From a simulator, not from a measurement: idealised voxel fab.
The following is a process module called voxel self aligned vias.
Displayed cross-section: cut, width of 285 nm, square cells sized 5 nm.
How to read a cross-section here: the picture is a grid of square cells, written as bands going from the top down, and any band can span one or more rows of cells. The entry gives the band's vertical extent as a top height and a bottom height in nm, then its horizontal make-up as materials from left to right, each with a width in nm. "air" stands for empty space; a single material marked "everywhere" fills the band edge to edge. Height 0 is the level under which the wafer as received is all one material. The lowest band goes on downwards, as in "0 and below". Quick explanation for "30->40": the width changes in equal steps down the rows of cells, from the first number in the band's top row to the second number in its bottom row. You'll sometimes find "identical to before" written for a step, and that's the way of saying that nowhere in the cross-section did a cell change during that step. What "Fully closed voids" gives you is every empty space of 8 cells or more that is cut off from the top. Each appears as width x height at distance, with the distance taken from the left edge and width, height and distance all in nm. after a step's settings: what the simulator itself notes on the step. overlay nm: on a step with a mask, how far right of its planned place the mask lay; negative means left.

# Below is the list of planned process steps
1. RECEIVE | material Si
2. CONFORMAL_DEP | material SiO2 | thk nm 15
3. CONFORMAL_DEP | material SiCN | thk nm 5
4. DIRECTIONAL_DEP | material lowk | thk nm 30
5. DIRECTIONAL_DEP | material aC | thk nm 10
6. PATTERN | tone open | mask id LINES | material resist | width nm 20 | pitch nm 60 | thk nm 30 | overlay nm 0
7. DIRECTIONAL_ETCH | etch materials aC | depth nm 10
8. STRIP | etch materials resist
9. DIRECTIONAL_ETCH | etch materials lowk | depth nm 30
10. STRIP | etch materials aC
11. CONFORMAL_DEP | material TiN | thk nm 5
12. FILL_DEP | material W | thk nm 10
13. CMP | height nm 50
14. SELECTIVE_ETCH | etch materials W Ru TiN | depth nm 10
15. FILL_DEP | material SiN | thk nm 10
16. CMP | height nm 50
17. DIRECTIONAL_DEP | material lowk | thk nm 15
18. PATTERN | tone open | mask id VIAS | material resist | width nm 40 | thk nm 15 | overlay nm 0
19. DIRECTIONAL_ETCH | etch materials lowk | depth nm 15
20. DIRECTIONAL_ETCH | etch materials SiN | depth nm 10
21. STRIP | etch materials resist
22. CONFORMAL_DEP | material TiN | thk nm 5
23. FILL_DEP | material W | thk nm 5
24. CMP | height nm 65
25. CONFORMAL_DEP | material SiN | thk nm 5

# Here's what the wafer looked like in cross-section when it arrived - that's after step 1
  0 and below  Si everywhere
  Fully closed voids: none

# Cross-section at module end, one run error; start and plan unchanged from above
  70 down to 65  SiN everywhere
  65 down to 55  W 85 nm; TiN 5 nm; lowk 40 nm; TiN 5 nm; W 150 nm
  55 down to 50  TiN 90 nm; lowk 40 nm; TiN 35 nm; W 10 nm; TiN 110 nm
  50 down to 45  lowk 100 nm; SiN 20 nm; lowk 40 nm; TiN 5 nm; W 10 nm; TiN 5 nm; lowk 105 nm
  45 down to 40  lowk 100 nm; SiN 20 nm; lowk 40 nm; TiN 20 nm; lowk 105 nm
  40 down to 25  lowk 100 nm; TiN 5 nm; W 10 nm; TiN 5 nm; lowk 40 nm; TiN 5 nm; W 10 nm; TiN 5 nm; lowk 105 nm
  25 down to 20  lowk 100 nm; TiN 20 nm; lowk 40 nm; TiN 20 nm; lowk 105 nm
  20 down to 15  SiCN everywhere
  15 down to 0  SiO2 everywhere
  0 and below  Si everywhere
  Fully closed voids: none
what went wrong: step 18 went in with a setting other than planned; the actual run was PATTERN | tone cover | mask id VIAS | material resist | width nm 40 | thk nm 15 | overlay nm 0
